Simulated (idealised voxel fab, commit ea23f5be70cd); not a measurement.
Process module, titled voxel capacitor over wiring
The width of the displayed cross-section, cut, is 165 nm; its cells are square, with a size of 5 nm.
If you're reading a cross-section in this doc, picture square cells in a grid; it comes to you as bands, top ones listed first down to the bottom, and a band can be one or more rows of cells.
Each band's line starts with the height of the band's top and of its bottom, in nm. Then come its materials from left to right, each with its width in nm. One material with "everywhere" fills the band from edge to edge. "air" is empty space.
We count height from 0. Below that, the starting wafer is all one material. The lowest band never ends at the bottom but goes on down; see "from 0 down" for how that is written.
Width: "30->40" (first number = top row, second number = bottom row, same change from row to row of cells).
"changes: none", as given for a step, is the statement that not any cell of the cross-section underwent a change during that step.
Any empty space of 8 cells or more lacking an open way to the top shows up in "Enclosed internal voids" as width x height at distance, distance from the left edge, in nm.
On each step's line, the part that comes after the settings is the simulator's own comment on the step.
For masked steps, "overlay nm" on the step line gives how far right of plan the mask actually lay; a minus sign means it lay to the left.
## Process steps - plan
step 1: RECEIVE: material Si
step 2: CONFORMAL_DEP: material SiO2, thk nm 15
step 3: CONFORMAL_DEP: material SiN, thk nm 5
step 4: DIRECTIONAL_DEP: material lowk, thk nm 20
step 5: PATTERN: tone open, mask id METAL_1, material resist, width nm 25, pitch nm 90, thk nm 15, overlay nm 0
step 6: DIRECTIONAL_ETCH: etch materials lowk, depth nm 20
step 7: DIRECTIONAL_ETCH: etch materials SiN, depth nm 5
step 8: STRIP: etch materials resist
step 9: CONFORMAL_DEP: material TiN, thk nm 5
step 10: FILL_DEP: material W, thk nm 10
step 11: CMP: height nm 40
step 12: CONFORMAL_DEP: material SiCN, thk nm 5
step 13: DIRECTIONAL_DEP: material SiO2, thk nm 15
step 14: MASKED_ETCH: tone open, mask id PLUG_1, width nm 15, etch materials SiO2, depth nm 15, overlay nm 0
step 15: MASKED_ETCH: tone open, mask id PLUG_1, width nm 15, etch materials SiCN, depth nm 5, overlay nm 0
step 16: EPI: material Ru, thk nm 10
step 17: EPI: material Ru, thk nm 10
step 18: DIRECTIONAL_DEP: material TiN, thk nm 10
step 19: DIRECTIONAL_DEP: material SiN, thk nm 5
step 20: DIRECTIONAL_DEP: material TiN, thk nm 10
step 21: PATTERN: tone cover, mask id UPPER_PLATE, material resist, width nm 70, thk nm 20, overlay nm 0
step 22: DIRECTIONAL_ETCH: etch materials TiN, depth nm 10
step 23: DIRECTIONAL_ETCH: etch materials SiN, depth nm 5
step 24: STRIP: etch materials resist
step 25: MASKED_ETCH: tone cover, mask id LOWER_PLATE, width nm 80, etch materials TiN, depth nm 10, overlay nm 0
step 26: FILL_DEP: material SiO2, thk nm 20
step 27: CMP: height nm 100
step 28: DIRECTIONAL_DEP: material aC, thk nm 15
step 29: PATTERN: tone open, mask id PLUG_2, material resist, width nm 15, thk nm 35, overlay nm 0
step 30: DIRECTIONAL_ETCH: etch materials aC, depth nm 15
step 31: STRIP: etch materials resist
step 32: DIRECTIONAL_ETCH: etch materials SiO2, depth nm 15
step 33: STRIP: etch materials aC
step 34: CONFORMAL_DEP: material TiN, thk nm 5
step 35: FILL_DEP: material Ru, thk nm 10
step 36: CMP: height nm 100
step 37: CONFORMAL_DEP: material SiCN, thk nm 5
## Wafer at receipt (post step 1), cross-section
- from 0 down = Si everywhere
- Enclosed internal voids: none
## Wafer cross-section at module end: first of two, run to plan
- from 105 to 100 = SiCN everywhere
- from 100 to 90 = SiO2=45 | TiN=5 | Ru=5 | TiN=5 | SiO2=105
- from 90 to 85 = SiO2=45 | TiN=15 | SiO2=105
- from 85 to 75 = SiO2=35 | TiN=70 | SiO2=60
- from 75 to 70 = SiO2=35 | SiN=70 | SiO2=60
- from 70 to 60 = SiO2=30 | TiN=80 | SiO2=55
- from 60 to 45 = SiO2=35 | Ru=15 | SiO2=115
- from 45 to 40 = SiCN=35 | Ru=15 | SiCN=115
- from 40 to 20 = lowk=25 | TiN=5 | W=15 | TiN=5 | lowk=65 | TiN=5 | W=15 | TiN=5 | lowk=25
- from 20 to 15 = SiN=25 | TiN=25 | SiN=65 | TiN=25 | SiN=25
- from 15 to 0 = SiO2 everywhere
- from 0 down = Si everywhere
- Enclosed internal voids: none
## Same start, same plan as the first wafer - but one mistake in the run. Cross-section of the second of the two at the end of the module
- from 105 to 100 = SiCN everywhere
- from 100 to 90 = SiO2=45 | TiN=5 | Ru=5 | TiN=5 | SiO2=105
- from 90 to 85 = SiO2=45 | TiN=15 | SiO2=105
- from 85 to 80 = SiO2 everywhere
- from 80 to 70 = SiO2=35 | TiN=70 | SiO2=60
- from 70 to 60 = SiO2=30 | TiN=80 | SiO2=55
- from 60 to 45 = SiO2=35 | Ru=15 | SiO2=115
- from 45 to 40 = SiCN=35 | Ru=15 | SiCN=115
- from 40 to 20 = lowk=25 | TiN=5 | W=15 | TiN=5 | lowk=65 | TiN=5 | W=15 | TiN=5 | lowk=25
- from 20 to 15 = SiN=25 | TiN=25 | SiN=65 | TiN=25 | SiN=25
- from 15 to 0 = SiO2 everywhere
- from 0 down = Si everywhere
- Enclosed internal voids: none
Run error: plan step 19 skipped
Wafer comparison, final, in cells, second relative to first, materials more or fewer: -14 SiN, +14 SiO2
